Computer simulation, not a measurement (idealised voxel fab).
process module | voxel tone inversion
cross-section cut | 230 nm wide | cells 5 nm
A cross-section is a grid of square cells, given in bands from the top down. A band is one or more rows of cells.
Each band's line starts with the height of the band's top and of its bottom, in nm. Then come its materials from left to right, each with its width in nm. One material with "throughout" fills the band from edge to edge. "air" is empty space.
Height 0 is the level under which the wafer as received is all one material. The lowest band goes on downwards, as in "0 down".
A width such as "30 to 40" changes by the same amount from each row of cells to the next, from the band's top row to its bottom row.
"no change" after a step means that no cell of the cross-section changed.
closed voids: empty space of 8 cells or more with no open way to the top, each as width x height at its distance from the left edge, in nm
after a step's settings: what the simulator itself notes on the step
overlay nm, on a step with a mask: how far to the right of its planned place the mask lay; to the left if negative
plan
1 op RECEIVE | material Si
2 op CONFORMAL_DEP | material SiCN | thk nm 10
3 op DIRECTIONAL_DEP | material aC | thk nm 25
4 op PATTERN | tone cover | mask id POSTS | material resist | width nm 20 | pitch nm 35 | thk nm 30 | overlay nm -15
5 op DIRECTIONAL_ETCH | etch materials aC | depth nm 25
6 op STRIP | etch materials resist
7 op FILL_DEP | material SiO2 | thk nm 10
8 op CMP | height nm 35
9 op STRIP | etch materials aC
varied across the wafers: overlay nm of step 4. The plan shows the first wafer's value. All wafers start alike
first wafer as received, after step 1
  0 down: Si throughout
  closed voids: none
first wafer at the end, after step 9
  35 to 10: SiO2 55 | air 20 | SiO2 15 | air 20 | SiO2 15 | air 20 | SiO2 85
  10 to 0: SiCN throughout
  0 down: Si throughout
  closed voids: none
last wafer at the end
  35 to 10: SiO2 85 | air 20 | SiO2 15 | air 20 | SiO2 15 | air 20 | SiO2 55
  10 to 0: SiCN throughout
  0 down: Si throughout
  closed voids: none
each wafer at the end: cells of each material gained (+) or lost (-) since it was received, then its closed voids
overlay nm -15 | +92 SiCN | +170 SiO2 | closed voids: none
overlay nm -10 | +92 SiCN | +170 SiO2 | closed voids: none
overlay nm -5 | +92 SiCN | +170 SiO2 | closed voids: none
overlay nm 0 | +92 SiCN | +170 SiO2 | closed voids: none
overlay nm 5 | +92 SiCN | +170 SiO2 | closed voids: none
overlay nm 10 | +92 SiCN | +170 SiO2 | closed voids: none
overlay nm 15 | +92 SiCN | +170 SiO2 | closed voids: none
